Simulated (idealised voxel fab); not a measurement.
process module | voxel local oxidation
cross-section cut | 175 nm wide | cells 5 nm
A cross-section is a grid of square cells, given in bands from the top down. A band is one or more rows of cells.
Each band's line starts with the height of the band's top and of its bottom, in nm. Then come its materials from left to right, each with its width in nm. One material with "throughout" fills the band from edge to edge. "air" is empty space.
Height 0 is the level under which the wafer as received is all one material. The lowest band goes on downwards, as in "0 down".
A width such as "30 to 40" changes by the same amount from each row of cells to the next, from the band's top row to its bottom row.
"no change" after a step means that no cell of the cross-section changed.
closed voids: empty space of 8 cells or more with no open way to the top, each as width x height at its distance from the left edge, in nm
after a step's settings: what the simulator itself notes on the step
overlay nm, on a step with a mask: how far to the right of its planned place the mask lay; to the left if negative
plan
1 op RECEIVE | material Si
2 op OXIDIZE | depth nm 5
3 op CONFORMAL_DEP | material SiN | thk nm 10
4 op PATTERN | tone cover | mask id ACTIVE | material resist | width nm 130 | thk nm 15 | overlay nm 0
5 op DIRECTIONAL_ETCH | etch materials SiN | depth nm 10
6 op STRIP | etch materials resist
7 op SELECTIVE_ETCH | etch materials SiO2 | depth nm 5
8 op OXIDIZE | depth nm 10
9 op STRIP | etch materials SiN
as received, after step 1
  0 down: Si throughout
  closed voids: none
a wafer at the end: this start, this plan, one mistake
  10 to 0: air 20 | SiN 130 | air 25
  0 to -5: air 25 | SiO2 120 | air 30
  -5 to -15: SiO2 35 | Si 100 | SiO2 40
  -15 down: Si throughout
  closed voids: none
what went wrong: step 9 was left out
